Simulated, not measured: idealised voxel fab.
The name of this process module is voxel ribs on slabs.
The cross-section on display is named cut; it measures 275 nm wide, and its cells are 5 nm squares.
If you're reading a cross-section in this doc, picture square cells in a grid; it comes to you as bands, top ones listed first down to the bottom, and a band can be one or more rows of cells. In this notation a band is specified by the heights of its top and bottom, in that order and in nm, after which its materials appear from left to right, each paired with its width in nm. The word "edge to edge" attached to a single material means that material fills the band from edge to edge; the word "empty" stands for empty space. The reference from which all heights are counted is 0, the level beneath which the as-received wafer is entirely one material; the lowest band, having no lower bound, proceeds downward and is written after the example "0 nm and below". The notation "30->40" denotes a width that varies across the rows of cells in the band, beginning at the first number in the top row, finishing at the second number in the bottom row, and changing by an identical amount from each row to the next. Given "nothing got changed" for a step, no cell of the cross-section differs between before and after that step. Entry "Enclosed voids" = empty spaces >= 8 cells with no open way to the top; each as width x height at distance, distance from left edge, all nm. On each step's line, the part that comes after the settings is the simulator's own comment on the step. The line of a step may include "overlay nm". On a step with a mask, this value is how far to the right of its planned place the mask lay. A negative value means the mask lay to the left.
**The steps planned for the process are as follows**
1,RECEIVE with material Si
2,DIRECTIONAL_DEP with material SiO2, thk nm 20
3,DIRECTIONAL_DEP with material polySi, thk nm 15
4,DIRECTIONAL_DEP with material aC, thk nm 15
5,PATTERN with tone cover, mask id RIB, material resist, width nm 15, thk nm 30, overlay nm 0
6,DIRECTIONAL_ETCH with etch materials aC, depth nm 15
7,STRIP with etch materials resist
8,DIRECTIONAL_ETCH with etch materials polySi, depth nm 10
9,STRIP with etch materials aC
10,MASKED_ETCH with tone cover, mask id SLAB, width nm 75, etch materials polySi, depth nm 5, overlay nm 0
11,FILL_DEP with material SiO2, thk nm 15
12,CMP with height nm 45
13,DIRECTIONAL_DEP with material W, thk nm 10
14,MASKED_ETCH with tone cover, mask id HEATER, width nm 25, etch materials W, depth nm 10, overlay nm 0
15,CONFORMAL_DEP with material SiO2, thk nm 5
**The first wafer of two, processed as planned**
**Cross-sectional view of the wafer in its as-received condition, corresponding to the state after step 1**
  0 nm and below = Si edge to edge
  Enclosed voids: none
**Presented here is a cross-section of the wafer after step 2 has been performed**
  20 nm to 0 nm = SiO2 edge to edge
  Whatever lies below 0 is exactly as it was before.
**Presented here is a cross-section of the wafer after step 3 has been performed**
  35 nm to 20 nm = polySi edge to edge
  Whatever lies below 20 is exactly as it was before.
**Presented here is a cross-section of the wafer after step 4 has been performed**
  50 nm to 35 nm = aC edge to edge
  Whatever lies below 35 is exactly as it was before.
**Presented here is a cross-section of the wafer after step 5 has been performed**
  80 nm to 50 nm = empty: 130 / resist: 15 / empty: 130
  Whatever lies below 50 is exactly as it was before.
**Presented here is a cross-section of the wafer after step 6 has been performed**
  65 nm to 50 nm = empty: 130 / resist: 15 / empty: 130
  50 nm to 35 nm = empty: 130 / aC: 15 / empty: 130
  Whatever lies below 35 is exactly as it was before.
**Presented here is a cross-section of the wafer after step 7 has been performed**
  50 nm to 35 nm = empty: 130 / aC: 15 / empty: 130
  Whatever lies below 35 is exactly as it was before.
**Presented here is a cross-section of the wafer after step 8 has been performed**
  50 nm to 35 nm = empty: 130 / aC: 15 / empty: 130
  35 nm to 25 nm = empty: 130 / polySi: 15 / empty: 130
  Whatever lies below 25 is exactly as it was before.
**Presented here is a cross-section of the wafer after step 9 has been performed**
  35 nm to 25 nm = empty: 130 / polySi: 15 / empty: 130
  Whatever lies below 25 is exactly as it was before.
**Presented here is a cross-section of the wafer after step 10 has been performed**
  35 nm to 25 nm = empty: 130 / polySi: 15 / empty: 130
  25 nm to 20 nm = empty: 100 / polySi: 75 / empty: 100
  Whatever lies below 20 is exactly as it was before.
**Presented here is a cross-section of the wafer after step 11 has been performed**
  50 nm to 35 nm = SiO2 edge to edge
  35 nm to 25 nm = SiO2: 130 / polySi: 15 / SiO2: 130
  25 nm to 20 nm = SiO2: 100 / polySi: 75 / SiO2: 100
  Whatever lies below 20 is exactly as it was before.
**Presented here is a cross-section of the wafer after step 12 has been performed**
  45 nm to 35 nm = SiO2 edge to edge
  Whatever lies below 35 is exactly as it was before.
**Presented here is a cross-section of the wafer after step 13 has been performed**
  55 nm to 45 nm = W edge to edge
  Whatever lies below 45 is exactly as it was before.
**Presented here is a cross-section of the wafer after step 14 has been performed**
  55 nm to 45 nm = empty: 125 / W: 25 / empty: 125
  Whatever lies below 45 is exactly as it was before.
**Presented here is a cross-section of the wafer after step 15 has been performed**
  60 nm to 55 nm = empty: 120 / SiO2: 35 / empty: 120
  55 nm to 50 nm = empty: 120 / SiO2: 5 / W: 25 / SiO2: 5 / empty: 120
  50 nm to 45 nm = SiO2: 125 / W: 25 / SiO2: 125
  Whatever lies below 45 is exactly as it was before.
**Second wafer. Start and plan as for the first. One mistake made in running. Agrees with the first up to and including step 4**
**Cross-section of the second wafer corresponding to the planned conclusion of step 5**
  80 nm to 50 nm = empty: 130 / resist: 20 / empty: 125
  Whatever lies below 50 is exactly as it was before.
**Cross-section of the second wafer corresponding to the planned conclusion of step 6**
  65 nm to 50 nm = empty: 130 / resist: 20 / empty: 125
  50 nm to 35 nm = empty: 130 / aC: 20 / empty: 125
  Whatever lies below 35 is exactly as it was before.
**Cross-section of the second wafer corresponding to the planned conclusion of step 7**
  50 nm to 35 nm = empty: 130 / aC: 20 / empty: 125
  Whatever lies below 35 is exactly as it was before.
**Cross-section of the second wafer corresponding to the planned conclusion of step 8**
  50 nm to 35 nm = empty: 130 / aC: 20 / empty: 125
  35 nm to 25 nm = empty: 130 / polySi: 20 / empty: 125
  Whatever lies below 25 is exactly as it was before.
**Cross-section of the second wafer corresponding to the planned conclusion of step 9**
  35 nm to 25 nm = empty: 130 / polySi: 20 / empty: 125
  Whatever lies below 25 is exactly as it was before.
**Cross-section of the second wafer corresponding to the planned conclusion of step 10**
  35 nm to 25 nm = empty: 130 / polySi: 20 / empty: 125
  25 nm to 20 nm = empty: 100 / polySi: 75 / empty: 100
  Whatever lies below 20 is exactly as it was before.
**Cross-section of the second wafer corresponding to the planned conclusion of step 11**
  50 nm to 35 nm = SiO2 edge to edge
  35 nm to 25 nm = SiO2: 130 / polySi: 20 / SiO2: 125
  25 nm to 20 nm = SiO2: 100 / polySi: 75 / SiO2: 100
  Whatever lies below 20 is exactly as it was before.
**Cross-section of the second wafer corresponding to the planned conclusion of step 12**
  45 nm to 35 nm = SiO2 edge to edge
  Whatever lies below 35 is exactly as it was before.
**Cross-section of the second wafer corresponding to the planned conclusion of step 13**
  55 nm to 45 nm = W edge to edge
  Whatever lies below 45 is exactly as it was before.
**Cross-section of the second wafer corresponding to the planned conclusion of step 14**
  55 nm to 45 nm = empty: 125 / W: 25 / empty: 125
  Whatever lies below 45 is exactly as it was before.
**Cross-section of the second wafer corresponding to the planned conclusion of step 15**
  60 nm to 55 nm = empty: 120 / SiO2: 35 / empty: 120
  55 nm to 50 nm = empty: 120 / SiO2: 5 / W: 25 / SiO2: 5 / empty: 120
  50 nm to 45 nm = SiO2: 125 / W: 25 / SiO2: 125
  Whatever lies below 45 is exactly as it was before.
The mistake made against the process plan was this: step 5 was run on a setting that differed from the plan, and what really ran there is PATTERN with tone cover, mask id RIB, material resist, width nm 20, thk nm 30, overlay nm 0
Looking at both finished wafers in cells, the second ends up ahead of or behind the first on some materials: SiO2 -2; polySi +2
